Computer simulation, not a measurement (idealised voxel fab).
Title: Process Module voxel lift off
It is cross-section cut that appears here, measuring 200 nm in width, its square cells being 5 nm in size.
Cross-section, as written here: a square-cell grid given band by band from the top down, where a band holds one or more rows of cells. Top height, bottom height, nm. Materials left to right, width each, nm. Single material + "full width" = fills band edge to edge. "blank" = empty. Height reference: 0 = level under which incoming wafer is all one material. Lowest band: no bottom, runs on downward, e.g. "0 down". Read "30->40" as a graded width: first number on top, second number at the bottom, same change between each pair of neighbouring rows. Where the words "no alterations made" appear for a step, the cross-section shows no cell changed by that step; every cell remained as before. "Closed cavities": sealed empty spaces, 8 cells or more, no open way to top, listed width x height at distance, with distance from the left edge and width, height and distance in nm. Read whatever lies past the settings on a step's line as the simulator's own remark about the step. overlay nm: step with mask; distance mask lay right of planned place; negative value = left of planned place.

## Process steps foreseen in the plan
1: op RECEIVE | material Si
2: op CONFORMAL_DEP | material SiN | thk nm 10
3: op PATTERN | tone open | mask id LINES | material resist | width nm 15 | pitch nm 40 | thk nm 30 | overlay nm 0
4: op DIRECTIONAL_DEP | material Ru | thk nm 15
5: op STRIP | etch materials resist
6: op CONFORMAL_DEP | material SiO2 | thk nm 10

## Cross-section: wafer on arrival = after step 1
  0 down | Si full width
  Closed cavities: none

## Post-module cross-section: identical start and plan to those above, one misstep in execution
  30 to 20 | blank: 60  SiO2: 35  blank: 5  SiO2: 35  blank: 65
  20 to 10 | SiO2: 70  Ru: 15  SiO2: 25  Ru: 15  SiO2: 75
  10 to 0 | SiN full width
  0 down | Si full width
  Closed cavities: none
The mistake made against the process plan was this: planned and actual differ for step 4; actual: op DIRECTIONAL_DEP | material Ru | thk nm 10
